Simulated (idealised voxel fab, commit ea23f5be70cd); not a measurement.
Process module heading - voxel air gaps
Shown is cross-section cut, with a width of 280 nm and square cells of size 5 nm.
A cross-section is written here as square cells arranged in a grid, and it is given in bands from the top down, each band taking up one or more rows of cells. In this notation a band is specified by the heights of its top and bottom, in that order and in nm, after which its materials appear from left to right, each paired with its width in nm. The word "all across" attached to a single material means that material fills the band from edge to edge; the word "empty" stands for empty space. Height is counted from the level 0, under which the received wafer is composed throughout of one material. The lowest of the bands is not closed at the bottom but continues downward, in the notation "0..down". So if you see something like "30..40" for the width, read it as the top row of the band sitting at the first number and the bottom row at the second, with every row in between moving by the same amount as the last. "same as before" means the step left every cell of the cross-section as it was. Reported under the label "Enclosed void list" are the empty spaces having no open way to the top and comprising 8 cells or more; the notation for each is width x height at distance, in which the distance is measured from the left edge and all three values are in nm. Text after the settings on a step's line: the simulator's own remark on that step. A step's line can hold "overlay nm"; with a mask on that step, the setting says how far right of the planned place the mask lay, while a negative setting says it lay to the left. What follows is a series of pairs. Each pair shows a cross-section before one process step and the cross-section after it, and the after view is drawn only down to the lowest band that changed. Beneath each pair is the step that lies between the two, with its settings. Pairs may come from different runs of this module on the same starting wafer, so a pair continues from the one above it only where its entry headed "Before-step section" says so.
[Before-step section]
  0..down: Si all across
  Enclosed void list: none
[Post-Step Snapshot]
  10..0: SiO2 all across
  Rest of section, below 0: as before.
  Enclosed void list: none
The cross-sections above show the structure before and after this step: CONFORMAL_DEP with material SiO2, thk nm 10
Before-step section: this step begins from the cross-section that the pair just above shows after its step.
[Post-Step Snapshot]
  15..10: SiN all across
  Rest of section, below 10: as before.
  Enclosed void list: none
The cross-sections above show the structure before and after this step: CONFORMAL_DEP with material SiN, thk nm 5
Before-step section: this step begins from the cross-section that the pair just above shows after its step.
[Post-Step Snapshot]
  55..15: lowk all across
  Rest of section, below 15: as before.
  Enclosed void list: none
The cross-sections above show the structure before and after this step: DIRECTIONAL_DEP with material lowk, thk nm 40
Before-step section: this step begins from the cross-section that the pair just above shows after its step.
[Post-Step Snapshot]
  70..55: resist: 60 / empty: 20 / resist: 25 / empty: 20 / resist: 25 / empty: 20 / resist: 25 / empty: 20 / resist: 65
  Rest of section, below 55: as before.
  Enclosed void list: none
The cross-sections above show the structure before and after this step: PATTERN with tone open, mask id LINES, material resist, width nm 20, pitch nm 45, thk nm 15, overlay nm 0
Before-step section: this step begins from the cross-section that the pair just above shows after its step.
[Post-Step Snapshot]
  70..55: resist: 60 / empty: 20 / resist: 25 / empty: 20 / resist: 25 / empty: 20 / resist: 25 / empty: 20 / resist: 65
  55..15: lowk: 60 / empty: 20 / lowk: 25 / empty: 20 / lowk: 25 / empty: 20 / lowk: 25 / empty: 20 / lowk: 65
  Rest of section, below 15: as before.
  Enclosed void list: none
The cross-sections above show the structure before and after this step: DIRECTIONAL_ETCH with etch materials lowk, depth nm 40
Before-step section: this step begins from the cross-section that the pair just above shows after its step.
[Post-Step Snapshot]
  55..15: lowk: 60 / empty: 20 / lowk: 25 / empty: 20 / lowk: 25 / empty: 20 / lowk: 25 / empty: 20 / lowk: 65
  Rest of section, below 15: as before.
  Enclosed void list: none
The cross-sections above show the structure before and after this step: STRIP with etch materials resist
Before-step section: this step begins from the cross-section that the pair just above shows after its step.
[Post-Step Snapshot]
  60..55: TiN: 65 / empty: 10 / TiN: 35 / empty: 10 / TiN: 35 / empty: 10 / TiN: 35 / empty: 10 / TiN: 70
  55..20: lowk: 60 / TiN: 5 / empty: 10 / TiN: 5 / lowk: 25 / TiN: 5 / empty: 10 / TiN: 5 / lowk: 25 / TiN: 5 / empty: 10 / TiN: 5 / lowk: 25 / TiN: 5 / empty: 10 / TiN: 5 / lowk: 65
  20..15: lowk: 60 / TiN: 20 / lowk: 25 / TiN: 20 / lowk: 25 / TiN: 20 / lowk: 25 / TiN: 20 / lowk: 65
  Rest of section, below 15: as before.
  Enclosed void list: none
The cross-sections above show the structure before and after this step: CONFORMAL_DEP with material TiN, thk nm 5
Before-step section: this step begins from the cross-section that the pair just above shows after its step.
[Post-Step Snapshot]
  70..60: Ru all across
  60..55: TiN: 65 / Ru: 10 / TiN: 35 / Ru: 10 / TiN: 35 / Ru: 10 / TiN: 35 / Ru: 10 / TiN: 70
  55..20: lowk: 60 / TiN: 5 / Ru: 10 / TiN: 5 / lowk: 25 / TiN: 5 / Ru: 10 / TiN: 5 / lowk: 25 / TiN: 5 / Ru: 10 / TiN: 5 / lowk: 25 / TiN: 5 / Ru: 10 / TiN: 5 / lowk: 65
  Rest of section, below 20: as before.
  Enclosed void list: none
The cross-sections above show the structure before and after this step: FILL_DEP with material Ru, thk nm 10
Before-step section: this step begins from the cross-section that the pair just above shows after its step.
[Post-Step Snapshot]
  55..20: lowk: 60 / TiN: 5 / Ru: 10 / TiN: 5 / lowk: 25 / TiN: 5 / Ru: 10 / TiN: 5 / lowk: 25 / TiN: 5 / Ru: 10 / TiN: 5 / lowk: 25 / TiN: 5 / Ru: 10 / TiN: 5 / lowk: 65
  Rest of section, below 20: as before.
  Enclosed void list: none
The cross-sections above show the structure before and after this step: CMP with height nm 55
Before-step section: this step begins from the cross-section that the pair just above shows after its step.
[Post-Step Snapshot]
  65..55: empty: 50 / Ru: 40 / empty: 5 / Ru: 40 / empty: 5 / Ru: 40 / empty: 5 / Ru: 40 / empty: 55
  Rest of section, below 55: as before.
  Enclosed void list: none
The cross-sections above show the structure before and after this step: EPI with material Ru, thk nm 10
Before-step section: this step begins from the cross-section that the pair just above shows after its step.
[Post-Step Snapshot]
  65..55: empty: 50 / Ru: 40 / empty: 5 / Ru: 40 / empty: 5 / Ru: 40 / empty: 5 / Ru: 40 / empty: 55
  55..20: empty: 60 / TiN: 5 / Ru: 10 / TiN: 5 / empty: 25 / TiN: 5 / Ru: 10 / TiN: 5 / empty: 25 / TiN: 5 / Ru: 10 / TiN: 5 / empty: 25 / TiN: 5 / Ru: 10 / TiN: 5 / empty: 65
  20..15: empty: 60 / TiN: 20 / empty: 25 / TiN: 20 / empty: 25 / TiN: 20 / empty: 25 / TiN: 20 / empty: 65
  Rest of section, below 15: as before.
  Enclosed void list: none
The cross-sections above show the structure before and after this step: SELECTIVE_ETCH with etch materials lowk, depth nm 50
Before-step section: this step begins from the cross-section that the pair just above shows after its step.
[Post-Step Snapshot]
  70..65: empty: 45 / SiCN: 185 / empty: 50
  65..55: empty: 45 / SiCN: 5 / Ru: 40 / SiCN: 5 / Ru: 40 / SiCN: 5 / Ru: 40 / SiCN: 5 / Ru: 40 / SiCN: 5 / empty: 50
  55..50: empty: 45 / SiCN: 15 / TiN: 5 / Ru: 10 / TiN: 5 / SiCN: 25 / TiN: 5 / Ru: 10 / TiN: 5 / SiCN: 25 / TiN: 5 / Ru: 10 / TiN: 5 / SiCN: 25 / TiN: 5 / Ru: 10 / TiN: 5 / SiCN: 15 / empty: 50
  50..20: empty: 55 / SiCN: 5 / TiN: 5 / Ru: 10 / TiN: 5 / SiCN: 5 / empty: 15 / SiCN: 5 / TiN: 5 / Ru: 10 / TiN: 5 / SiCN: 5 / empty: 15 / SiCN: 5 / TiN: 5 / Ru: 10 / TiN: 5 / SiCN: 5 / empty: 15 / SiCN: 5 / TiN: 5 / Ru: 10 / TiN: 5 / SiCN: 5 / empty: 60
  20..15: SiCN: 60 / TiN: 20 / SiCN: 25 / TiN: 20 / SiCN: 25 / TiN: 20 / SiCN: 25 / TiN: 20 / SiCN: 65
  Rest of section, below 15: as before.
  Enclosed void list: 15 x 30 at 85; 15 x 30 at 130; 15 x 30 at 175
The cross-sections above show the structure before and after this step: CONFORMAL_DEP with material SiCN, thk nm 5
[Before-step section]
  70..60: Ru all across
  60..55: TiN: 65 / Ru: 10 / TiN: 35 / Ru: 10 / TiN: 35 / Ru: 10 / TiN: 35 / Ru: 10 / TiN: 70
  55..20: lowk: 60 / TiN: 5 / Ru: 10 / TiN: 5 / lowk: 25 / TiN: 5 / Ru: 10 / TiN: 5 / lowk: 25 / TiN: 5 / Ru: 10 / TiN: 5 / lowk: 25 / TiN: 5 / Ru: 10 / TiN: 5 / lowk: 65
  20..15: lowk: 60 / TiN: 20 / lowk: 25 / TiN: 20 / lowk: 25 / TiN: 20 / lowk: 25 / TiN: 20 / lowk: 65
  15..10: SiN all across
  10..0: SiO2 all across
  0..down: Si all across
  Enclosed void list: none
[Post-Step Snapshot]
  80..60: Ru all across
  Rest of section, below 60: as before.
  Enclosed void list: none
The cross-sections above show the structure before and after this step: EPI with material Ru, thk nm 10
Before-step section: this step begins from the cross-section that the pair just above shows after its step.
[Post-Step Snapshot]
  85..80: SiCN all across
  Rest of section, below 80: as before.
  Enclosed void list: none
The cross-sections above show the structure before and after this step: CONFORMAL_DEP with material SiCN, thk nm 5
[Before-step section]
  65..55: empty: 50 / Ru: 40 / empty: 5 / Ru: 40 / empty: 5 / Ru: 40 / empty: 5 / Ru: 40 / empty: 55
  55..20: lowk: 60 / TiN: 5 / Ru: 10 / TiN: 5 / lowk: 25 / TiN: 5 / Ru: 10 / TiN: 5 / lowk: 25 / TiN: 5 / Ru: 10 / TiN: 5 / lowk: 25 / TiN: 5 / Ru: 10 / TiN: 5 / lowk: 65
  20..15: lowk: 60 / TiN: 20 / lowk: 25 / TiN: 20 / lowk: 25 / TiN: 20 / lowk: 25 / TiN: 20 / lowk: 65
  15..10: SiN all across
  10..0: SiO2 all across
  0..down: Si all across
  Enclosed void list: none
[Post-Step Snapshot]
  75..55: empty: 40 / Ru: 195 / empty: 45
  Rest of section, below 55: as before.
  Enclosed void list: none
The cross-sections above show the structure before and after this step: EPI with material Ru, thk nm 10
Before-step section: this step begins from the cross-section that the pair just above shows after its step.
[Post-Step Snapshot]
  75..55: empty: 40 / Ru: 195 / empty: 45
  55..20: empty: 60 / TiN: 5 / Ru: 10 / TiN: 5 / lowk: 25 / TiN: 5 / Ru: 10 / TiN: 5 / lowk: 25 / TiN: 5 / Ru: 10 / TiN: 5 / lowk: 25 / TiN: 5 / Ru: 10 / TiN: 5 / empty: 65
  20..15: empty: 60 / TiN: 20 / lowk: 25 / TiN: 20 / lowk: 25 / TiN: 20 / lowk: 25 / TiN: 20 / empty: 65
  Rest of section, below 15: as before.
  Enclosed void list: none
The cross-sections above show the structure before and after this step: SELECTIVE_ETCH with etch materials lowk, depth nm 50
Before-step section: this step begins from the cross-section that the pair just above shows after its step.
[Post-Step Snapshot]
  80..75: empty: 35 / SiCN: 205 / empty: 40
  75..55: empty: 35 / SiCN: 5 / Ru: 195 / SiCN: 5 / empty: 40
  55..50: empty: 35 / SiCN: 25 / TiN: 5 / Ru: 10 / TiN: 5 / lowk: 25 / TiN: 5 / Ru: 10 / TiN: 5 / lowk: 25 / TiN: 5 / Ru: 10 / TiN: 5 / lowk: 25 / TiN: 5 / Ru: 10 / TiN: 5 / SiCN: 25 / empty: 40
  50..20: empty: 55 / SiCN: 5 / TiN: 5 / Ru: 10 / TiN: 5 / lowk: 25 / TiN: 5 / Ru: 10 / TiN: 5 / lowk: 25 / TiN: 5 / Ru: 10 / TiN: 5 / lowk: 25 / TiN: 5 / Ru: 10 / TiN: 5 / SiCN: 5 / empty: 60
  20..15: SiCN: 60 / TiN: 20 / lowk: 25 / TiN: 20 / lowk: 25 / TiN: 20 / lowk: 25 / TiN: 20 / SiCN: 65
  Rest of section, below 15: as before.
  Enclosed void list: none
The cross-sections above show the structure before and after this step: CONFORMAL_DEP with material SiCN, thk nm 5
[Before-step section]
  0..down: Si all across
  Enclosed void list: none
[Post-Step Snapshot]
  5..0: SiN all across
  Rest of section, below 0: as before.
  Enclosed void list: none
The cross-sections above show the structure before and after this step: CONFORMAL_DEP with material SiN, thk nm 5
Before-step section: this step begins from the cross-section that the pair just above shows after its step.
[Post-Step Snapshot]
  15..5: SiO2 all across
  Rest of section, below 5: as before.
  Enclosed void list: none
The cross-sections above show the structure before and after this step: CONFORMAL_DEP with material SiO2, thk nm 10
Before-step section: this step begins from the cross-section that the pair just above shows after its step.
[Post-Step Snapshot]
  55..15: lowk all across
  Rest of section, below 15: as before.
  Enclosed void list: none
The cross-sections above show the structure before and after this step: DIRECTIONAL_DEP with material lowk, thk nm 40
Before-step section: this step begins from the cross-section that the pair just above shows after its step.
[Post-Step Snapshot]
  70..55: resist: 60 / empty: 20 / resist: 25 / empty: 20 / resist: 25 / empty: 20 / resist: 25 / empty: 20 / resist: 65
  Rest of section, below 55: as before.
  Enclosed void list: none
The cross-sections above show the structure before and after this step: PATTERN with tone open, mask id LINES, material resist, width nm 20, pitch nm 45, thk nm 15, overlay nm 0
Before-step section: this step begins from the cross-section that the pair just above shows after its step.
[Post-Step Snapshot]
  70..55: resist: 60 / empty: 20 / resist: 25 / empty: 20 / resist: 25 / empty: 20 / resist: 25 / empty: 20 / resist: 65
  55..15: lowk: 60 / empty: 20 / lowk: 25 / empty: 20 / lowk: 25 / empty: 20 / lowk: 25 / empty: 20 / lowk: 65
  Rest of section, below 15: as before.
  Enclosed void list: none
The cross-sections above show the structure before and after this step: DIRECTIONAL_ETCH with etch materials lowk, depth nm 40
Before-step section: this step begins from the cross-section that the pair just above shows after its step.
[Post-Step Snapshot]
  55..15: lowk: 60 / empty: 20 / lowk: 25 / empty: 20 / lowk: 25 / empty: 20 / lowk: 25 / empty: 20 / lowk: 65
  Rest of section, below 15: as before.
  Enclosed void list: none
The cross-sections above show the structure before and after this step: STRIP with etch materials resist
Before-step section: this step begins from the cross-section that the pair just above shows after its step.
[Post-Step Snapshot]
  60..55: TiN: 65 / empty: 10 / TiN: 35 / empty: 10 / TiN: 35 / empty: 10 / TiN: 35 / empty: 10 / TiN: 70
  55..20: lowk: 60 / TiN: 5 / empty: 10 / TiN: 5 / lowk: 25 / TiN: 5 / empty: 10 / TiN: 5 / lowk: 25 / TiN: 5 / empty: 10 / TiN: 5 / lowk: 25 / TiN: 5 / empty: 10 / TiN: 5 / lowk: 65
  20..15: lowk: 60 / TiN: 20 / lowk: 25 / TiN: 20 / lowk: 25 / TiN: 20 / lowk: 25 / TiN: 20 / lowk: 65
  Rest of section, below 15: as before.
  Enclosed void list: none
The cross-sections above show the structure before and after this step: CONFORMAL_DEP with material TiN, thk nm 5
Before-step section: this step begins from the cross-section that the pair just above shows after its step.
[Post-Step Snapshot]
  70..60: Ru all across
  60..55: TiN: 65 / Ru: 10 / TiN: 35 / Ru: 10 / TiN: 35 / Ru: 10 / TiN: 35 / Ru: 10 / TiN: 70
  55..20: lowk: 60 / TiN: 5 / Ru: 10 / TiN: 5 / lowk: 25 / TiN: 5 / Ru: 10 / TiN: 5 / lowk: 25 / TiN: 5 / Ru: 10 / TiN: 5 / lowk: 25 / TiN: 5 / Ru: 10 / TiN: 5 / lowk: 65
  Rest of section, below 20: as before.
  Enclosed void list: none
The cross-sections above show the structure before and after this step: FILL_DEP with material Ru, thk nm 10
Before-step section: this step begins from the cross-section that the pair just above shows after its step.
[Post-Step Snapshot]
  55..20: lowk: 60 / TiN: 5 / Ru: 10 / TiN: 5 / lowk: 25 / TiN: 5 / Ru: 10 / TiN: 5 / lowk: 25 / TiN: 5 / Ru: 10 / TiN: 5 / lowk: 25 / TiN: 5 / Ru: 10 / TiN: 5 / lowk: 65
  Rest of section, below 20: as before.
  Enclosed void list: none
The cross-sections above show the structure before and after this step: CMP with height nm 55
Before-step section: this step begins from the cross-section that the pair just above shows after its step.
[Post-Step Snapshot]
  65..55: empty: 50 / Ru: 40 / empty: 5 / Ru: 40 / empty: 5 / Ru: 40 / empty: 5 / Ru: 40 / empty: 55
  Rest of section, below 55: as before.
  Enclosed void list: none
The cross-sections above show the structure before and after this step: EPI with material Ru, thk nm 10
Before-step section: this step begins from the cross-section that the pair just above shows after its step.
[Post-Step Snapshot]
  65..55: empty: 50 / Ru: 40 / empty: 5 / Ru: 40 / empty: 5 / Ru: 40 / empty: 5 / Ru: 40 / empty: 55
  55..20: empty: 60 / TiN: 5 / Ru: 10 / TiN: 5 / empty: 25 / TiN: 5 / Ru: 10 / TiN: 5 / empty: 25 / TiN: 5 / Ru: 10 / TiN: 5 / empty: 25 / TiN: 5 / Ru: 10 / TiN: 5 / empty: 65
  20..15: empty: 60 / TiN: 20 / empty: 25 / TiN: 20 / empty: 25 / TiN: 20 / empty: 25 / TiN: 20 / empty: 65
  Rest of section, below 15: as before.
  Enclosed void list: none
The cross-sections above show the structure before and after this step: SELECTIVE_ETCH with etch materials lowk, depth nm 50
Before-step section: this step begins from the cross-section that the pair just above shows after its step.
[Post-Step Snapshot]
  70..65: empty: 45 / SiCN: 185 / empty: 50
  65..55: empty: 45 / SiCN: 5 / Ru: 40 / SiCN: 5 / Ru: 40 / SiCN: 5 / Ru: 40 / SiCN: 5 / Ru: 40 / SiCN: 5 / empty: 50
  55..50: empty: 45 / SiCN: 15 / TiN: 5 / Ru: 10 / TiN: 5 / SiCN: 25 / TiN: 5 / Ru: 10 / TiN: 5 / SiCN: 25 / TiN: 5 / Ru: 10 / TiN: 5 / SiCN: 25 / TiN: 5 / Ru: 10 / TiN: 5 / SiCN: 15 / empty: 50
  50..20: empty: 55 / SiCN: 5 / TiN: 5 / Ru: 10 / TiN: 5 / SiCN: 5 / empty: 15 / SiCN: 5 / TiN: 5 / Ru: 10 / TiN: 5 / SiCN: 5 / empty: 15 / SiCN: 5 / TiN: 5 / Ru: 10 / TiN: 5 / SiCN: 5 / empty: 15 / SiCN: 5 / TiN: 5 / Ru: 10 / TiN: 5 / SiCN: 5 / empty: 60
  20..15: SiCN: 60 / TiN: 20 / SiCN: 25 / TiN: 20 / SiCN: 25 / TiN: 20 / SiCN: 25 / TiN: 20 / SiCN: 65
  Rest of section, below 15: as before.
  Enclosed void list: 15 x 30 at 85; 15 x 30 at 130; 15 x 30 at 175
The cross-sections above show the structure before and after this step: CONFORMAL_DEP with material SiCN, thk nm 5
[Before-step section]
  15..10: SiN all across
  10..0: SiO2 all across
  0..down: Si all across
  Enclosed void list: none
[Post-Step Snapshot]
  50..15: lowk all across
  Rest of section, below 15: as before.
  Enclosed void list: none
The cross-sections above show the structure before and after this step: DIRECTIONAL_DEP with material lowk, thk nm 35
Before-step section: this step begins from the cross-section that the pair just above shows after its step.
[Post-Step Snapshot]
  65..50: resist: 60 / empty: 20 / resist: 25 / empty: 20 / resist: 25 / empty: 20 / resist: 25 / empty: 20 / resist: 65
  Rest of section, below 50: as before.
  Enclosed void list: none
The cross-sections above show the structure before and after this step: PATTERN with tone open, mask id LINES, material resist, width nm 20, pitch nm 45, thk nm 15, overlay nm 0
Before-step section: this step begins from the cross-section that the pair just above shows after its step.
[Post-Step Snapshot]
  65..50: resist: 60 / empty: 20 / resist: 25 / empty: 20 / resist: 25 / empty: 20 / resist: 25 / empty: 20 / resist: 65
  50..15: lowk: 60 / empty: 20 / lowk: 25 / empty: 20 / lowk: 25 / empty: 20 / lowk: 25 / empty: 20 / lowk: 65
  Rest of section, below 15: as before.
  Enclosed void list: none
The cross-sections above show the structure before and after this step: DIRECTIONAL_ETCH with etch materials lowk, depth nm 40
Before-step section: this step begins from the cross-section that the pair just above shows after its step.
[Post-Step Snapshot]
  50..15: lowk: 60 / empty: 20 / lowk: 25 / empty: 20 / lowk: 25 / empty: 20 / lowk: 25 / empty: 20 / lowk: 65
  Rest of section, below 15: as before.
  Enclosed void list: none
The cross-sections above show the structure before and after this step: STRIP with etch materials resist
Before-step section: this step begins from the cross-section that the pair just above shows after its step.
[Post-Step Snapshot]
  55..50: TiN: 65 / empty: 10 / TiN: 35 / empty: 10 / TiN: 35 / empty: 10 / TiN: 35 / empty: 10 / TiN: 70
  50..20: lowk: 60 / TiN: 5 / empty: 10 / TiN: 5 / lowk: 25 / TiN: 5 / empty: 10 / TiN: 5 / lowk: 25 / TiN: 5 / empty: 10 / TiN: 5 / lowk: 25 / TiN: 5 / empty: 10 / TiN: 5 / lowk: 65
  20..15: lowk: 60 / TiN: 20 / lowk: 25 / TiN: 20 / lowk: 25 / TiN: 20 / lowk: 25 / TiN: 20 / lowk: 65
  Rest of section, below 15: as before.
  Enclosed void list: none
The cross-sections above show the structure before and after this step: CONFORMAL_DEP with material TiN, thk nm 5
Before-step section: this step begins from the cross-section that the pair just above shows after its step.
[Post-Step Snapshot]
  65..55: Ru all across
  55..50: TiN: 65 / Ru: 10 / TiN: 35 / Ru: 10 / TiN: 35 / Ru: 10 / TiN: 35 / Ru: 10 / TiN: 70
  50..20: lowk: 60 / TiN: 5 / Ru: 10 / TiN: 5 / lowk: 25 / TiN: 5 / Ru: 10 / TiN: 5 / lowk: 25 / TiN: 5 / Ru: 10 / TiN: 5 / lowk: 25 / TiN: 5 / Ru: 10 / TiN: 5 / lowk: 65
  Rest of section, below 20: as before.
  Enclosed void list: none
The cross-sections above show the structure before and after this step: FILL_DEP with material Ru, thk nm 10
Before-step section: this step begins from the cross-section that the pair just above shows after its step.
[Post-Step Snapshot]
  55..50: TiN: 65 / Ru: 10 / TiN: 35 / Ru: 10 / TiN: 35 / Ru: 10 / TiN: 35 / Ru: 10 / TiN: 70
  Rest of section, below 50: as before.
  Enclosed void list: none
The cross-sections above show the structure before and after this step: CMP with height nm 55
Before-step section: this step begins from the cross-section that the pair just above shows after its step.
[Post-Step Snapshot]
  65..55: Ru all across
  Rest of section, below 55: as before.
  Enclosed void list: none
The cross-sections above show the structure before and after this step: EPI with material Ru, thk nm 10
Before-step section: this step begins from the cross-section that the pair just above shows after its step.
[Post-Step Snapshot]
  70..65: SiCN all across
  Rest of section, below 65: as before.
  Enclosed void list: none
The cross-sections above show the structure before and after this step: CONFORMAL_DEP with material SiCN, thk nm 5
[Before-step section]
  55..15: lowk all across
  15..10: SiN all across
  10..0: SiO2 all across
  0..down: Si all across
  Enclosed void list: none
[Post-Step Snapshot]
  70..55: resist: 65 / empty: 15 / resist: 30 / empty: 15 / resist: 30 / empty: 15 / resist: 30 / empty: 15 / resist: 65
  Rest of section, below 55: as before.
  Enclosed void list: none
The cross-sections above show the structure before and after this step: PATTERN with tone open, mask id LINES, material resist, width nm 15, pitch nm 45, thk nm 15, overlay nm 0
Before-step section: this step begins from the cross-section that the pair just above shows after its step.
[Post-Step Snapshot]
  70..55: resist: 65 / empty: 15 / resist: 30 / empty: 15 / resist: 30 / empty: 15 / resist: 30 / empty: 15 / resist: 65
  55..15: lowk: 65 / empty: 15 / lowk: 30 / empty: 15 / lowk: 30 / empty: 15 / lowk: 30 / empty: 15 / lowk: 65
  Rest of section, below 15: as before.
  Enclosed void list: none
The cross-sections above show the structure before and after this step: DIRECTIONAL_ETCH with etch materials lowk, depth nm 40
Before-step section: this step begins from the cross-section that the pair just above shows after its step.
[Post-Step Snapshot]
  55..15: lowk: 65 / empty: 15 / lowk: 30 / empty: 15 / lowk: 30 / empty: 15 / lowk: 30 / empty: 15 / lowk: 65
  Rest of section, below 15: as before.
  Enclosed void list: none
The cross-sections above show the structure before and after this step: STRIP with etch materials resist
Before-step section: this step begins from the cross-section that the pair just above shows after its step.
[Post-Step Snapshot]
  60..55: TiN: 70 / empty: 5 / TiN: 40 / empty: 5 / TiN: 40 / empty: 5 / TiN: 40 / empty: 5 / TiN: 70
  55..20: lowk: 65 / TiN: 5 / empty: 5 / TiN: 5 / lowk: 30 / TiN: 5 / empty: 5 / TiN: 5 / lowk: 30 / TiN: 5 / empty: 5 / TiN: 5 / lowk: 30 / TiN: 5 / empty: 5 / TiN: 5 / lowk: 65
  20..15: lowk: 65 / TiN: 15 / lowk: 30 / TiN: 15 / lowk: 30 / TiN: 15 / lowk: 30 / TiN: 15 / lowk: 65
  Rest of section, below 15: as before.
  Enclosed void list: none
The cross-sections above show the structure before and after this step: CONFORMAL_DEP with material TiN, thk nm 5
Before-step section: this step begins from the cross-section that the pair just above shows after its step.
[Post-Step Snapshot]
  70..60: Ru all across
  60..55: TiN: 70 / Ru: 5 / TiN: 40 / Ru: 5 / TiN: 40 / Ru: 5 / TiN: 40 / Ru: 5 / TiN: 70
  55..20: lowk: 65 / TiN: 5 / Ru: 5 / TiN: 5 / lowk: 30 / TiN: 5 / Ru: 5 / TiN: 5 / lowk: 30 / TiN: 5 / Ru: 5 / TiN: 5 / lowk: 30 / TiN: 5 / Ru: 5 / TiN: 5 / lowk: 65
  Rest of section, below 20: as before.
  Enclosed void list: none
The cross-sections above show the structure before and after this step: FILL_DEP with material Ru, thk nm 10
Before-step section: this step begins from the cross-section that the pair just above shows after its step.
[Post-Step Snapshot]
  55..20: lowk: 65 / TiN: 5 / Ru: 5 / TiN: 5 / lowk: 30 / TiN: 5 / Ru: 5 / TiN: 5 / lowk: 30 / TiN: 5 / Ru: 5 / TiN: 5 / lowk: 30 / TiN: 5 / Ru: 5 / TiN: 5 / lowk: 65
  Rest of section, below 20: as before.
  Enclosed void list: none
The cross-sections above show the structure before and after this step: CMP with height nm 55
Before-step section: this step begins from the cross-section that the pair just above shows after its step.
[Post-Step Snapshot]
  65..55: empty: 55 / Ru: 35 / empty: 10 / Ru: 35 / empty: 10 / Ru: 35 / empty: 10 / Ru: 35 / empty: 55
  Rest of section, below 55: as before.
  Enclosed void list: none
The cross-sections above show the structure before and after this step: EPI with material Ru, thk nm 10
Before-step section: this step begins from the cross-section that the pair just above shows after its step.
[Post-Step Snapshot]
  65..55: empty: 55 / Ru: 35 / empty: 10 / Ru: 35 / empty: 10 / Ru: 35 / empty: 10 / Ru: 35 / empty: 55
  55..20: empty: 65 / TiN: 5 / Ru: 5 / TiN: 5 / empty: 30 / TiN: 5 / Ru: 5 / TiN: 5 / empty: 30 / TiN: 5 / Ru: 5 / TiN: 5 / empty: 30 / TiN: 5 / Ru: 5 / TiN: 5 / empty: 65
  20..15: empty: 65 / TiN: 15 / empty: 30 / TiN: 15 / empty: 30 / TiN: 15 / empty: 30 / TiN: 15 / empty: 65
  Rest of section, below 15: as before.
  Enclosed void list: none
The cross-sections above show the structure before and after this step: SELECTIVE_ETCH with etch materials lowk, depth nm 50
Before-step section: this step begins from the cross-section that the pair just above shows after its step.
[Post-Step Snapshot]
  70..65: empty: 50 / SiCN: 180 / empty: 50
  65..55: empty: 50 / SiCN: 5 / Ru: 35 / SiCN: 10 / Ru: 35 / SiCN: 10 / Ru: 35 / SiCN: 10 / Ru: 35 / SiCN: 5 / empty: 50
  55..50: empty: 50 / SiCN: 15 / TiN: 5 / Ru: 5 / TiN: 5 / SiCN: 30 / TiN: 5 / Ru: 5 / TiN: 5 / SiCN: 30 / TiN: 5 / Ru: 5 / TiN: 5 / SiCN: 30 / TiN: 5 / Ru: 5 / TiN: 5 / SiCN: 15 / empty: 50
  50..20: empty: 60 / SiCN: 5 / TiN: 5 / Ru: 5 / TiN: 5 / SiCN: 5 / empty: 20 / SiCN: 5 / TiN: 5 / Ru: 5 / TiN: 5 / SiCN: 5 / empty: 20 / SiCN: 5 / TiN: 5 / Ru: 5 / TiN: 5 / SiCN: 5 / empty: 20 / SiCN: 5 / TiN: 5 / Ru: 5 / TiN: 5 / SiCN: 5 / empty: 60
  20..15: SiCN: 65 / TiN: 15 / SiCN: 30 / TiN: 15 / SiCN: 30 / TiN: 15 / SiCN: 30 / TiN: 15 / SiCN: 65
  Rest of section, below 15: as before.
  Enclosed void list: 20 x 30 at 85; 20 x 30 at 130; 20 x 30 at 175
The cross-sections above show the structure before and after this step: CONFORMAL_DEP with material SiCN, thk nm 5
[Before-step section]
  55..15: lowk all across
  15..10: SiN all across
  10..0: SiO2 all across
  0..down: Si all across
  Enclosed void list: none
[Post-Step Snapshot]
  70..55: resist: 50 / empty: 20 / resist: 25 / empty: 20 / resist: 25 / empty: 20 / resist: 25 / empty: 20 / resist: 75
  Rest of section, below 55: as before.
  Enclosed void list: none
The cross-sections above show the structure before and after this step: PATTERN with tone open, mask id LINES, material resist, width nm 20, pitch nm 45, thk nm 15, overlay nm -10
Before-step section: this step begins from the cross-section that the pair just above shows after its step.
[Post-Step Snapshot]
  70..55: resist: 50 / empty: 20 / resist: 25 / empty: 20 / resist: 25 / empty: 20 / resist: 25 / empty: 20 / resist: 75
  55..15: lowk: 50 / empty: 20 / lowk: 25 / empty: 20 / lowk: 25 / empty: 20 / lowk: 25 / empty: 20 / lowk: 75
  Rest of section, below 15: as before.
  Enclosed void list: none
The cross-sections above show the structure before and after this step: DIRECTIONAL_ETCH with etch materials lowk, depth nm 40
Before-step section: this step begins from the cross-section that the pair just above shows after its step.
[Post-Step Snapshot]
  55..15: lowk: 50 / empty: 20 / lowk: 25 / empty: 20 / lowk: 25 / empty: 20 / lowk: 25 / empty: 20 / lowk: 75
  Rest of section, below 15: as before.
  Enclosed void list: none
The cross-sections above show the structure before and after this step: STRIP with etch materials resist
Before-step section: this step begins from the cross-section that the pair just above shows after its step.
[Post-Step Snapshot]
  60..55: TiN: 55 / empty: 10 / TiN: 35 / empty: 10 / TiN: 35 / empty: 10 / TiN: 35 / empty: 10 / TiN: 80
  55..20: lowk: 50 / TiN: 5 / empty: 10 / TiN: 5 / lowk: 25 / TiN: 5 / empty: 10 / TiN: 5 / lowk: 25 / TiN: 5 / empty: 10 / TiN: 5 / lowk: 25 / TiN: 5 / empty: 10 / TiN: 5 / lowk: 75
  20..15: lowk: 50 / TiN: 20 / lowk: 25 / TiN: 20 / lowk: 25 / TiN: 20 / lowk: 25 / TiN: 20 / lowk: 75
  Rest of section, below 15: as before.
  Enclosed void list: none
The cross-sections above show the structure before and after this step: CONFORMAL_DEP with material TiN, thk nm 5
Before-step section: this step begins from the cross-section that the pair just above shows after its step.
[Post-Step Snapshot]
  70..60: Ru all across
  60..55: TiN: 55 / Ru: 10 / TiN: 35 / Ru: 10 / TiN: 35 / Ru: 10 / TiN: 35 / Ru: 10 / TiN: 80
  55..20: lowk: 50 / TiN: 5 / Ru: 10 / TiN: 5 / lowk: 25 / TiN: 5 / Ru: 10 / TiN: 5 / lowk: 25 / TiN: 5 / Ru: 10 / TiN: 5 / lowk: 25 / TiN: 5 / Ru: 10 / TiN: 5 / lowk: 75
  Rest of section, below 20: as before.
  Enclosed void list: none
The cross-sections above show the structure before and after this step: FILL_DEP with material Ru, thk nm 10
